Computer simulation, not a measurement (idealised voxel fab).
Presented below is a process module, voxel self aligned vias.
The cross-section on display is named cut; it measures 215 nm wide, and its cells are 5 nm squares.
When this document writes out a cross-section, it uses a grid of square cells and lists it as bands, beginning at the top and moving down, with a band standing for one or more rows of cells.
Top height, bottom height, nm. Materials left to right, width each, nm. Single material + "all across" = fills band edge to edge. "blank" = empty.
Measure heights from 0. That's the level where, below it, the as-received wafer is all one material. The lowest band is bottomless and extends downward; write it as in "0 -> down".
Top row gets the first number, bottom row gets the second, and each row in between changes by the same step: that is how a band width like "30->40" works.
What does "no alterations made" mean for a step? It means no cell of the cross-section changed in that step.
Empty spaces counting at least 8 cells and having no open way to the top are listed in "Closed void listing". The notation width x height at distance is used for each, the distance being from the left edge and all three values in nm.
Step line, after settings: the simulator's comment on this step.
overlay nm: step with mask; distance mask lay right of planned place; negative value = left of planned place.
The process steps that were planned are listed below
1,RECEIVE,material Si
2,CONFORMAL_DEP,material SiO2,thk nm 10
3,CONFORMAL_DEP,material SiCN,thk nm 5
4,DIRECTIONAL_DEP,material lowk,thk nm 25
5,PATTERN,tone open,mask id LINES,material resist,width nm 25,pitch nm 55,thk nm 20,overlay nm 0
6,DIRECTIONAL_ETCH,etch materials lowk,depth nm 25
7,STRIP,etch materials resist
8,CONFORMAL_DEP,material TiN,thk nm 5
9,FILL_DEP,material W,thk nm 10
10,CMP,height nm 40
11,SELECTIVE_ETCH,etch materials W Ru TiN,depth nm 5
12,FILL_DEP,material SiN,thk nm 5
13,CMP,height nm 40
14,DIRECTIONAL_DEP,material lowk,thk nm 20
15,MASKED_ETCH,tone open,mask id VIAS,width nm 35,pitch nm 110,etch materials lowk,depth nm 20,overlay nm 0
16,MASKED_ETCH,tone open,mask id VIAS,width nm 35,pitch nm 110,etch materials SiN,depth nm 5,overlay nm -15
17,CONFORMAL_DEP,material TiN,thk nm 5
18,FILL_DEP,material W,thk nm 10
19,CMP,height nm 60
20,CONFORMAL_DEP,material SiN,thk nm 5
Split variable: overlay nm, step 16. Plan value = first wafer. Wafers start alike.
First of several wafers (as received, post step 1), cross-sectional view
> 0 -> down: Si all across
> Closed void listing: none
Here's the first of several wafers in cross-section, end of the module, after the last step, step 20
> 65 -> 60: SiN all across
> 60 -> 45: lowk=35 / TiN=5 / W=25 / TiN=5 / lowk=75 / TiN=5 / W=25 / TiN=5 / lowk=35
> 45 -> 40: lowk=35 / TiN=10 / W=5 / TiN=20 / lowk=75 / TiN=10 / W=5 / TiN=20 / lowk=35
> 40 -> 35: lowk=40 / TiN=15 / SiN=10 / lowk=30 / SiN=25 / lowk=30 / TiN=15 / SiN=10 / lowk=40
> 35 -> 20: lowk=40 / TiN=5 / W=15 / TiN=5 / lowk=30 / TiN=5 / W=15 / TiN=5 / lowk=30 / TiN=5 / W=15 / TiN=5 / lowk=40
> 20 -> 15: lowk=40 / TiN=25 / lowk=30 / TiN=25 / lowk=30 / TiN=25 / lowk=40
> 15 -> 10: SiCN all across
> 10 -> 0: SiO2 all across
> 0 -> down: Si all across
> Closed void listing: none
Last wafer, end of module, cross-section
> 65 -> 60: SiN all across
> 60 -> 45: lowk=35 / TiN=5 / W=25 / TiN=5 / lowk=75 / TiN=5 / W=25 / TiN=5 / lowk=35
> 45 -> 40: lowk=35 / TiN=20 / W=5 / TiN=10 / lowk=75 / TiN=20 / W=5 / TiN=10 / lowk=35
> 40 -> 35: lowk=40 / SiN=10 / TiN=15 / lowk=30 / SiN=25 / lowk=30 / SiN=10 / TiN=15 / lowk=40
> 35 -> 20: lowk=40 / TiN=5 / W=15 / TiN=5 / lowk=30 / TiN=5 / W=15 / TiN=5 / lowk=30 / TiN=5 / W=15 / TiN=5 / lowk=40
> 20 -> 15: lowk=40 / TiN=25 / lowk=30 / TiN=25 / lowk=30 / TiN=25 / lowk=40
> 15 -> 10: SiCN all across
> 10 -> 0: SiO2 all across
> 0 -> down: Si all across
> Closed void listing: none
Where each wafer stands at the end of the module, a row apiece: cells of each material gained (+) or lost (-) since it was received, then closed voids
overlay nm -15; +43 SiCN; +52 SiN; +86 SiO2; +63 TiN; +59 W; +256 lowk; Closed void listing: none
overlay nm -10; +43 SiCN; +50 SiN; +86 SiO2; +63 TiN; +61 W; +256 lowk; Closed void listing: none
overlay nm -5; +43 SiCN; +48 SiN; +86 SiO2; +63 TiN; +63 W; +256 lowk; Closed void listing: none
overlay nm 0; +43 SiCN; +48 SiN; +86 SiO2; +63 TiN; +63 W; +256 lowk; Closed void listing: none
overlay nm 5; +43 SiCN; +48 SiN; +86 SiO2; +63 TiN; +63 W; +256 lowk; Closed void listing: none
overlay nm 10; +43 SiCN; +50 SiN; +86 SiO2; +63 TiN; +61 W; +256 lowk; Closed void listing: none
overlay nm 15; +43 SiCN; +52 SiN; +86 SiO2; +63 TiN; +59 W; +256 lowk; Closed void listing: none
